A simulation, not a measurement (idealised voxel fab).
Herein follows the process module entitled voxel ribs on slabs.
Cross-section cut: width 295 nm, square cells of 5 nm.
This document writes a cross-section as a grid whose cells are square, and gives it as bands, listed from the top down; one or more rows of cells form a band. In this notation a band is specified by the heights of its top and bottom, in that order and in nm, after which its materials appear from left to right, each paired with its width in nm. The word "throughout" attached to a single material means that material fills the band from edge to edge; the word "air" stands for empty space. Beneath 0, the wafer as received is one material, and that level is where height counting begins. The lowest band goes on downward without a bottom; it is written like "from 0 down". A width such as "30..40" changes by the same amount from each row of cells to the next, from the band's top row to its bottom row. Key: "everything unchanged" - step with no changed cell in the cross-section. In "Enclosed void inventory" the enclosed voids are listed, meaning empty spaces of 8 cells or larger without any opening to the top. The form is width x height at distance, distance from the left edge, units nm. That trailing text on a step's line, after the settings, is the simulator's own remark on the step. overlay nm, on a step with a mask: how far to the right of its planned place the mask lay; to the left if negative.

[Process steps foreseen in the plan]
step 1: op RECEIVE | material Si
step 2: op DIRECTIONAL_DEP | material SiO2 | thk nm 25
step 3: op DIRECTIONAL_DEP | material polySi | thk nm 15
step 4: op PATTERN | tone cover | mask id RIB | material resist | width nm 30 | thk nm 15 | overlay nm 0
step 5: op DIRECTIONAL_ETCH | etch materials polySi | depth nm 5
step 6: op STRIP | etch materials resist
step 7: op MASKED_ETCH | tone cover | mask id SLAB | width nm 60 | etch materials polySi | depth nm 10 | overlay nm 0
step 8: op FILL_DEP | material SiO2 | thk nm 20
step 9: op CMP | height nm 55
step 10: op DIRECTIONAL_DEP | material TiN | thk nm 5
step 11: op MASKED_ETCH | tone cover | mask id HEATER | width nm 40 | etch materials TiN | depth nm 5 | overlay nm 0
step 12: op CONFORMAL_DEP | material SiN | thk nm 5

[Cross-section of the wafer as it came to us, i.e., already through step 1]
    from 0 down = Si throughout
    Enclosed void inventory: none

[First of two wafers, end-of-module section, run followed plan]
    from 65 to 60 = air 120 nm  SiN 50 nm  air 125 nm
    from 60 to 55 = SiN 125 nm  TiN 40 nm  SiN 130 nm
    from 55 to 40 = SiO2 throughout
    from 40 to 35 = SiO2 130 nm  polySi 30 nm  SiO2 135 nm
    from 35 to 25 = SiO2 115 nm  polySi 60 nm  SiO2 120 nm
    from 25 to 0 = SiO2 throughout
    from 0 down = Si throughout
    Enclosed void inventory: none

[Module end: cross-section of wafer two of two. Same start and process plan as the first wafer. One mistake during execution]
    from 65 to 60 = SiN 130 nm  air 30 nm  SiN 135 nm
    from 60 to 55 = TiN 125 nm  SiN 40 nm  TiN 130 nm
    from 55 to 40 = SiO2 throughout
    from 40 to 35 = SiO2 130 nm  polySi 30 nm  SiO2 135 nm
    from 35 to 25 = SiO2 115 nm  polySi 60 nm  SiO2 120 nm
    from 25 to 0 = SiO2 throughout
    from 0 down = Si throughout
    Enclosed void inventory: none
What was done differently from what was planned? note that step 11 departed from the planned setting and was carried out as op MASKED_ETCH | tone open | mask id HEATER | width nm 40 | etch materials TiN | depth nm 5 | overlay nm 0
Count the cells at the end and the second wafer has more or fewer of some materials than the first: 43 more of TiN
